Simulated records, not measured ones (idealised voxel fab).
process module | voxel released beams
cross-section cut | 285 nm wide | cells 5 nm
A cross-section is a grid of square cells, given in bands from the top down. A band is one or more rows of cells.
Each band's line starts with the height of the band's top and of its bottom, in nm. Then come its materials from left to right, each with its width in nm. One material with "throughout" fills the band from edge to edge. "air" is empty space.
Height 0 is the level under which the wafer as received is all one material. The lowest band goes on downwards, as in "0 down".
A width such as "30 to 40" changes by the same amount from each row of cells to the next, from the band's top row to its bottom row.
"no change" after a step means that no cell of the cross-section changed.
closed voids: empty space of 8 cells or more with no open way to the top, each as width x height at its distance from the left edge, in nm
after a step's settings: what the simulator itself notes on the step
overlay nm, on a step with a mask: how far to the right of its planned place the mask lay; to the left if negative
plan
1 op RECEIVE | material Si
2 op CONFORMAL_DEP | material SiN | thk nm 5
3 op DIRECTIONAL_DEP | material SiO2 | thk nm 10
4 op PATTERN | tone open | mask id ANCHOR | material resist | width nm 35 | thk nm 15 | overlay nm 0
5 op DIRECTIONAL_ETCH | etch materials SiO2 | depth nm 10
6 op STRIP | etch materials resist
7 op CONFORMAL_DEP | material polySi | thk nm 15
8 op DIRECTIONAL_DEP | material aC | thk nm 10
9 op PATTERN | tone cover | mask id BEAM | material resist | width nm 115 | thk nm 25 | overlay nm 0
10 op DIRECTIONAL_ETCH | etch materials aC | depth nm 10
11 op STRIP | etch materials resist
12 op DIRECTIONAL_ETCH | etch materials polySi | depth nm 15
13 op STRIP | etch materials aC
14 op STRIP | etch materials SiO2
as received, after step 1
  0 down: Si throughout
  closed voids: none
a wafer at the end: this start, this plan, one mistake
  25 to 15: air 80 | polySi 20 | air 5 | polySi 90 | air 90
  15 to 10: air 80 | polySi 115 | air 90
  10 to 0: air 85 | polySi 35 | air 165
  0 down: Si throughout
  closed voids: none
what went wrong: step 2 was left out
